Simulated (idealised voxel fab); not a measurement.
The following is a process module called voxel fin reveal.
Displayed cross-section: cut, width of 275 nm, square cells sized 5 nm.
Each cross-section below is a grid of square cells, stated as bands in top-down order, with one or more rows of cells making up each band. The entry gives the band's vertical extent as a top height and a bottom height in nm, then its horizontal make-up as materials from left to right, each with a width in nm. "air" stands for empty space; a single material marked "full width" fills the band edge to edge. Height datum 0, below which the as-received substrate wafer is one material. Lowest band open at the bottom, running downward: "0 -> down". It should be noted that a width expressed as "30 to 40" varies in equal increments from row to row of cells within the band, taking the value of the first number at the top row and that of the second number at the bottom row. A step reported as "nothing different" is a step in which no cell of the cross-section changed. The list in "Enclosed void inventory" covers empty spaces of 8 cells or more that cannot reach the top through any open way, and it gives each as width x height at distance; the distance is from the left edge, and width, height and distance are in nm. On each step's line, the part that comes after the settings is the simulator's own comment on the step. overlay nm: where the mask lay relative to plan, measured to the right, on steps with a mask; negatives go left. Note: before/after cross-section pairs follow, one process step per pair, after-side truncated at the lowest changed band, step and settings given beneath. Different runs of this module on the same starting wafer may supply the pairs; a pair continues the one above only where the "Before processing" entry says so.

# Before processing
> 0 -> down  Si full width
> Enclosed void inventory: none

# Section, Post-Step
> 5 -> 0  SiN full width
> Below 0 it's all the same as before, nothing changed down there.
> Enclosed void inventory: none
Quick note on the step between the two cross-sections above: op CONFORMAL_DEP | material SiN | thk nm 5

Before processing: the pre-step structure is the one depicted after the step in the pair just above.

# Section, Post-Step
> 5 -> 0  air=110  SiN=15  air=25  SiN=15  air=110
> Below 0 it's all the same as before, nothing changed down there.
> Enclosed void inventory: none
Quick note on the step between the two cross-sections above: op MASKED_ETCH | tone cover | mask id FINS | width nm 15 | pitch nm 40 | etch materials SiN | depth nm 5 | overlay nm 0

Before processing: the pre-step structure is the one depicted after the step in the pair just above.

# Section, Post-Step
> 5 -> 0  air=110  SiN=15  air=25  SiN=15  air=110
> 0 -> -30  air=110  Si=15  air=25  Si=15  air=110
> Below -30 it's all the same as before, nothing changed down there.
> Enclosed void inventory: none
Quick note on the step between the two cross-sections above: op MASKED_ETCH | tone cover | mask id FINS | width nm 15 | pitch nm 40 | etch materials Si | depth nm 30 | overlay nm 0

Before processing: the pre-step structure is the one depicted after the step in the pair just above.

# Section, Post-Step
> 20 -> 5  SiO2 full width
> 5 -> 0  SiO2=110  SiN=15  SiO2=25  SiN=15  SiO2=110
> 0 -> -30  SiO2=110  Si=15  SiO2=25  Si=15  SiO2=110
> Below -30 it's all the same as before, nothing changed down there.
> Enclosed void inventory: none
Quick note on the step between the two cross-sections above: op FILL_DEP | material SiO2 | thk nm 15

Before processing: the pre-step structure is the one depicted after the step in the pair just above.

# Section, Post-Step
> 5 -> 0  SiO2=110  SiN=15  SiO2=25  SiN=15  SiO2=110
> Below 0 it's all the same as before, nothing changed down there.
> Enclosed void inventory: none
Quick note on the step between the two cross-sections above: op CMP | height nm 5

Before processing: the pre-step structure is the one depicted after the step in the pair just above.

# Section, Post-Step
> 5 -> 0  air=110  SiN=15  air=25  SiN=15  air=110
> 0 -> -20  air=110  Si=15  air=25  Si=15  air=110
> Below -20 it's all the same as before, nothing changed down there.
> Enclosed void inventory: none
Quick note on the step between the two cross-sections above: op SELECTIVE_ETCH | etch materials SiO2 | depth nm 25

Before processing: the pre-step structure is the one depicted after the step in the pair just above.

# Section, Post-Step
> 0 -> -20  air=110  Si=15  air=25  Si=15  air=110
> Below -20 it's all the same as before, nothing changed down there.
> Enclosed void inventory: none
Quick note on the step between the two cross-sections above: op STRIP | etch materials SiN

Before processing: the pre-step structure is the one depicted after the step in the pair just above.

# Section, Post-Step
> 5 -> 0  air=105  SiO2=25  air=15  SiO2=25  air=105
> 0 -> -15  air=105  SiO2=5  Si=15  SiO2=5  air=15  SiO2=5  Si=15  SiO2=5  air=105
> -15 -> -30  SiO2=110  Si=15  SiO2=25  Si=15  SiO2=110
> Below -30 it's all the same as before, nothing changed down there.
> Enclosed void inventory: none
Quick note on the step between the two cross-sections above: op CONFORMAL_DEP | material SiO2 | thk nm 5

# Before processing
> 20 -> 5  SiO2 full width
> 5 -> 0  SiO2=110  SiN=15  SiO2=25  SiN=15  SiO2=110
> 0 -> -30  SiO2=110  Si=15  SiO2=25  Si=15  SiO2=110
> -30 -> down  Si full width
> Enclosed void inventory: none

# Section, Post-Step
> 5 -> 0  air=110  SiN=15  air=25  SiN=15  air=110
> 0 -> -5  air=110  Si=15  air=25  Si=15  air=110
> Below -5 it's all the same as before, nothing changed down there.
> Enclosed void inventory: none
Quick note on the step between the two cross-sections above: op SELECTIVE_ETCH | etch materials SiO2 | depth nm 25

Before processing: the pre-step structure is the one depicted after the step in the pair just above.

# Section, Post-Step
> 0 -> -5  air=110  Si=15  air=25  Si=15  air=110
> Below -5 it's all the same as before, nothing changed down there.
> Enclosed void inventory: none
Quick note on the step between the two cross-sections above: op STRIP | etch materials SiN

Before processing: the pre-step structure is the one depicted after the step in the pair just above.

# Section, Post-Step
> 5 -> 0  air=105  SiO2=25  air=15  SiO2=25  air=105
> 0 -> -30  SiO2=110  Si=15  SiO2=25  Si=15  SiO2=110
> Below -30 it's all the same as before, nothing changed down there.
> Enclosed void inventory: none
Quick note on the step between the two cross-sections above: op CONFORMAL_DEP | material SiO2 | thk nm 5

# Before processing
> 5 -> 0  air=110  SiN=15  air=25  SiN=15  air=110
> 0 -> -30  air=110  Si=15  air=25  Si=15  air=110
> -30 -> down  Si full width
> Enclosed void inventory: none

# Section, Post-Step
> 5 -> 0  air=110  SiN=15  air=25  SiN=15  air=110
> 0 -> -60  air=110  Si=15  air=25  Si=15  air=110
> Below -60 it's all the same as before, nothing changed down there.
> Enclosed void inventory: none
Quick note on the step between the two cross-sections above: op MASKED_ETCH | tone cover | mask id FINS | width nm 15 | pitch nm 40 | etch materials Si | depth nm 30 | overlay nm 0

Before processing: the pre-step structure is the one depicted after the step in the pair just above.

# Section, Post-Step
> 20 -> 5  SiO2 full width
> 5 -> 0  SiO2=110  SiN=15  SiO2=25  SiN=15  SiO2=110
> 0 -> -60  SiO2=110  Si=15  SiO2=25  Si=15  SiO2=110
> Below -60 it's all the same as before, nothing changed down there.
> Enclosed void inventory: none
Quick note on the step between the two cross-sections above: op FILL_DEP | material SiO2 | thk nm 15

Before processing: the pre-step structure is the one depicted after the step in the pair just above.

# Section, Post-Step
> 5 -> 0  SiO2=110  SiN=15  SiO2=25  SiN=15  SiO2=110
> Below 0 it's all the same as before, nothing changed down there.
> Enclosed void inventory: none
Quick note on the step between the two cross-sections above: op CMP | height nm 5

Before processing: the pre-step structure is the one depicted after the step in the pair just above.

# Section, Post-Step
> 5 -> 0  air=110  SiN=15  air=25  SiN=15  air=110
> 0 -> -20  air=110  Si=15  air=25  Si=15  air=110
> Below -20 it's all the same as before, nothing changed down there.
> Enclosed void inventory: none
Quick note on the step between the two cross-sections above: op SELECTIVE_ETCH | etch materials SiO2 | depth nm 25

Before processing: the pre-step structure is the one depicted after the step in the pair just above.

# Section, Post-Step
> 0 -> -20  air=110  Si=15  air=25  Si=15  air=110
> Below -20 it's all the same as before, nothing changed down there.
> Enclosed void inventory: none
Quick note on the step between the two cross-sections above: op STRIP | etch materials SiN

Before processing: the pre-step structure is the one depicted after the step in the pair just above.

# Section, Post-Step
> 5 -> 0  air=105  SiO2=25  air=15  SiO2=25  air=105
> 0 -> -15  air=105  SiO2=5  Si=15  SiO2=5  air=15  SiO2=5  Si=15  SiO2=5  air=105
> -15 -> -60  SiO2=110  Si=15  SiO2=25  Si=15  SiO2=110
> Below -60 it's all the same as before, nothing changed down there.
> Enclosed void inventory: none
Quick note on the step between the two cross-sections above: op CONFORMAL_DEP | material SiO2 | thk nm 5

# Before processing
> 5 -> 0  SiO2=110  SiN=15  SiO2=25  SiN=15  SiO2=110
> 0 -> -30  SiO2=110  Si=15  SiO2=25  Si=15  SiO2=110
> -30 -> down  Si full width
> Enclosed void inventory: none

# Section, Post-Step
> 5 -> 0  SiO2=110  air=15  SiO2=25  air=15  SiO2=110
> Below 0 it's all the same as before, nothing changed down there.
> Enclosed void inventory: none
Quick note on the step between the two cross-sections above: op STRIP | etch materials SiN

Before processing: the pre-step structure is the one depicted after the step in the pair just above.

# Section, Post-Step
> 0 -> -20  air=110  Si=15  air=25  Si=15  air=110
> -20 -> -25  SiO2=85  air=25  Si=15  air=25  Si=15  air=25  SiO2=85
> Below -25 it's all the same as before, nothing changed down there.
> Enclosed void inventory: none
Quick note on the step between the two cross-sections above: op SELECTIVE_ETCH | etch materials SiO2 | depth nm 25

Before processing: the pre-step structure is the one depicted after the step in the pair just above.

# Section, Post-Step
> 5 -> 0  air=105  SiO2=25  air=15  SiO2=25  air=105
> 0 -> -15  air=105  SiO2=5  Si=15  SiO2=5  air=15  SiO2=5  Si=15  SiO2=5  air=105
> -15 -> -20  SiO2=90  air=15  SiO2=5  Si=15  SiO2=5  air=15  SiO2=5  Si=15  SiO2=5  air=15  SiO2=90
> -20 -> -30  SiO2=110  Si=15  SiO2=25  Si=15  SiO2=110
> Below -30 it's all the same as before, nothing changed down there.
> Enclosed void inventory: none
Quick note on the step between the two cross-sections above: op CONFORMAL_DEP | material SiO2 | thk nm 5

# Before processing
> 0 -> -20  air=110  Si=15  air=25  Si=15  air=110
> -20 -> -30  SiO2=110  Si=15  SiO2=25  Si=15  SiO2=110
> -30 -> down  Si full width
> Enclosed void inventory: none

# Section, Post-Step
> 15 -> 0  air=95  SiO2=85  air=95
> 0 -> -5  air=95  SiO2=15  Si=15  SiO2=25  Si=15  SiO2=15  air=95
> -5 -> -30  SiO2=110  Si=15  SiO2=25  Si=15  SiO2=110
> Below -30 it's all the same as before, nothing changed down there.
> Enclosed void inventory: none
Quick note on the step between the two cross-sections above: op CONFORMAL_DEP | material SiO2 | thk nm 15

# Before processing
> 0 -> -20  air=110  Si=15  air=25  Si=15  air=110
> -20 -> -30  SiO2=110  Si=15  SiO2=25  Si=15  SiO2=110
> -30 -> down  Si full width
> Enclosed void inventory: none

# Section, Post-Step
> 5 -> 0  air=105  SiN=25  air=15  SiN=25  air=105
> 0 -> -15  air=105  SiN=5  Si=15  SiN=5  air=15  SiN=5  Si=15  SiN=5  air=105
> -15 -> -20  SiN=110  Si=15  SiN=25  Si=15  SiN=110
> Below -20 it's all the same as before, nothing changed down there.
> Enclosed void inventory: none
Quick note on the step between the two cross-sections above: op CONFORMAL_DEP | material SiN | thk nm 5
